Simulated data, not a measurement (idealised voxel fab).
process module | voxel capacitor over wiring
cross-section cut | 245 nm wide | cells 5 nm
A cross-section is a grid of square cells, given in bands from the top down. A band is one or more rows of cells.
Each band's line starts with the height of the band's top and of its bottom, in nm. Then come its materials from left to right, each with its width in nm. One material with "throughout" fills the band from edge to edge. "air" is empty space.
Height 0 is the level under which the wafer as received is all one material. The lowest band goes on downwards, as in "0 down".
A width such as "30 to 40" changes by the same amount from each row of cells to the next, from the band's top row to its bottom row.
"no change" after a step means that no cell of the cross-section changed.
closed voids: empty space of 8 cells or more with no open way to the top, each as width x height at its distance from the left edge, in nm
after a step's settings: what the simulator itself notes on the step
overlay nm, on a step with a mask: how far to the right of its planned place the mask lay; to the left if negative
plan
1 op RECEIVE | material Si
2 op CONFORMAL_DEP | material SiO2 | thk nm 15
3 op CONFORMAL_DEP | material SiCN | thk nm 5
4 op DIRECTIONAL_DEP | material SiO2 | thk nm 25
5 op DIRECTIONAL_DEP | material aC | thk nm 15
6 op PATTERN | tone open | mask id METAL_1 | material resist | width nm 25 | pitch nm 80 | thk nm 30 | overlay nm 0
7 op DIRECTIONAL_ETCH | etch materials aC | depth nm 15
8 op STRIP | etch materials resist
9 op DIRECTIONAL_ETCH | etch materials SiO2 | depth nm 25
10 op DIRECTIONAL_ETCH | etch materials SiCN | depth nm 5
11 op STRIP | etch materials aC
12 op CONFORMAL_DEP | material TiN | thk nm 5
13 op FILL_DEP | material Cu | thk nm 5
14 op CMP | height nm 45
15 op CONFORMAL_DEP | material SiCN | thk nm 5
16 op DIRECTIONAL_DEP | material SiO2 | thk nm 10
17 op DIRECTIONAL_DEP | material aC | thk nm 10
18 op PATTERN | tone open | mask id PLUG_1 | material resist | width nm 15 | thk nm 25 | overlay nm 0
19 op DIRECTIONAL_ETCH | etch materials aC | depth nm 10
20 op STRIP | etch materials resist
21 op DIRECTIONAL_ETCH | etch materials SiO2 | depth nm 10
22 op DIRECTIONAL_ETCH | etch materials SiCN | depth nm 5
23 op STRIP | etch materials aC
24 op CONFORMAL_DEP | material TiN | thk nm 5
25 op FILL_DEP | material Ru | thk nm 5
26 op CMP | height nm 60
27 op DIRECTIONAL_DEP | material TiN | thk nm 10
28 op DIRECTIONAL_DEP | material HfO2 | thk nm 5
29 op DIRECTIONAL_DEP | material TiN | thk nm 5
30 op DIRECTIONAL_DEP | material aC | thk nm 15
31 op PATTERN | tone cover | mask id UPPER_PLATE | material resist | width nm 60 | thk nm 30 | overlay nm 0
32 op DIRECTIONAL_ETCH | etch materials aC | depth nm 15
33 op STRIP | etch materials resist
34 op DIRECTIONAL_ETCH | etch materials TiN | depth nm 5
35 op DIRECTIONAL_ETCH | etch materials HfO2 | depth nm 5
36 op STRIP | etch materials aC
37 op PATTERN | tone cover | mask id LOWER_PLATE | material resist | width nm 70 | thk nm 20 | overlay nm 0
38 op DIRECTIONAL_ETCH | etch materials TiN | depth nm 10
39 op STRIP | etch materials resist
40 op FILL_DEP | material SiO2 | thk nm 20
41 op CMP | height nm 95
42 op PATTERN | tone open | mask id PLUG_2 | material resist | width nm 15 | thk nm 20 | overlay nm 0
43 op DIRECTIONAL_ETCH | etch materials SiO2 | depth nm 15
44 op STRIP | etch materials resist
45 op CONFORMAL_DEP | material TiN | thk nm 5
46 op FILL_DEP | material Ru | thk nm 5
47 op CMP | height nm 95
48 op CONFORMAL_DEP | material SiCN | thk nm 5
as received, after step 1
  0 down: Si throughout
  closed voids: none
first wafer at the end, as planned
  100 to 95: SiCN throughout
  95 to 85: SiO2 90 | TiN 5 | Ru 5 | TiN 5 | SiO2 140
  85 to 75: SiO2 90 to 80 | TiN 15 to 60 | SiO2 140 to 105
  75 to 70: SiO2 80 | HfO2 60 | SiO2 105
  70 to 60: SiO2 75 | TiN 70 | SiO2 100
  60 to 50: SiO2 80 | TiN 5 | Ru 5 | TiN 5 | SiO2 150
  50 to 45: SiCN 80 | TiN 15 | SiCN 150
  45 to 20: SiO2 70 | TiN 5 | Cu 15 | TiN 5 | SiO2 55 | TiN 5 | Cu 15 | TiN 5 | SiO2 70
  20 to 15: SiCN 70 | TiN 25 | SiCN 55 | TiN 25 | SiCN 70
  15 to 0: SiO2 throughout
  0 down: Si throughout
  closed voids: none
second wafer at the end: like start, like plan, one mistake
  100 to 95: SiCN throughout
  95 to 85: SiO2 90 | TiN 5 | Ru 5 | TiN 5 | SiO2 140
  85 to 75: SiO2 90 to 75 | TiN 15 to 70 | SiO2 140 to 100
  75 to 70: SiO2 75 | HfO2 70 | SiO2 100
  70 to 60: SiO2 75 | TiN 70 | SiO2 100
  60 to 50: SiO2 80 | TiN 5 | Ru 5 | TiN 5 | SiO2 150
  50 to 45: SiCN 80 | TiN 15 | SiCN 150
  45 to 20: SiO2 70 | TiN 5 | Cu 15 | TiN 5 | SiO2 55 | TiN 5 | Cu 15 | TiN 5 | SiO2 70
  20 to 15: SiCN 70 | TiN 25 | SiCN 55 | TiN 25 | SiCN 70
  15 to 0: SiO2 throughout
  0 down: Si throughout
  closed voids: none
what went wrong: step 31 ran as: op PATTERN | tone cover | mask id UPPER_PLATE | material resist | width nm 70 | thk nm 30 | overlay nm 0
at the end the second wafer has, in cells: 2 more of HfO2 | 4 fewer of SiO2 | 2 more of TiN
